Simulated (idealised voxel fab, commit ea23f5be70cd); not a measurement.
process module | voxel released beams
cross-section cut | 265 nm wide | cells 5 nm
A cross-section is a grid of square cells, given in bands from the top down. A band is one or more rows of cells.
Each band's line starts with the height of the band's top and of its bottom, in nm. Then come its materials from left to right, each with its width in nm. One material with "throughout" fills the band from edge to edge. "air" is empty space.
Height 0 is the level under which the wafer as received is all one material. The lowest band goes on downwards, as in "0 down".
A width such as "30 to 40" changes by the same amount from each row of cells to the next, from the band's top row to its bottom row.
"no change" after a step means that no cell of the cross-section changed.
closed voids: empty space of 8 cells or more with no open way to the top, each as width x height at its distance from the left edge, in nm
after a step's settings: what the simulator itself notes on the step
overlay nm, on a step with a mask: how far to the right of its planned place the mask lay; to the left if negative
plan
1 op RECEIVE | material Si
2 op CONFORMAL_DEP | material SiN | thk nm 5
3 op DIRECTIONAL_DEP | material SiO2 | thk nm 20
4 op DIRECTIONAL_DEP | material aC | thk nm 15
5 op PATTERN | tone open | mask id ANCHOR | material resist | width nm 45 | thk nm 35 | overlay nm 0
6 op DIRECTIONAL_ETCH | etch materials aC | depth nm 15
7 op STRIP | etch materials resist
8 op DIRECTIONAL_ETCH | etch materials SiO2 | depth nm 20
9 op STRIP | etch materials aC
10 op CONFORMAL_DEP | material W | thk nm 15
11 op DIRECTIONAL_DEP | material aC | thk nm 10
12 op PATTERN | tone cover | mask id BEAM | material resist | width nm 95 | thk nm 30 | overlay nm 0
13 op DIRECTIONAL_ETCH | etch materials aC | depth nm 10
14 op STRIP | etch materials resist
15 op DIRECTIONAL_ETCH | etch materials W | depth nm 15
16 op STRIP | etch materials aC
17 op STRIP | etch materials SiO2
as received, after step 1
  0 down: Si throughout
  closed voids: none
a wafer at the end: this start, this plan, one mistake
  35 to 20: air 80 | W 20 | air 15 | W 60 | air 90
  20 to 15: air 85 | W 15 | air 15 | W 15 | air 135
  15 to 0: air 85 | W 45 | air 135
  0 down: Si throughout
  closed voids: none
what went wrong: step 2 was left out
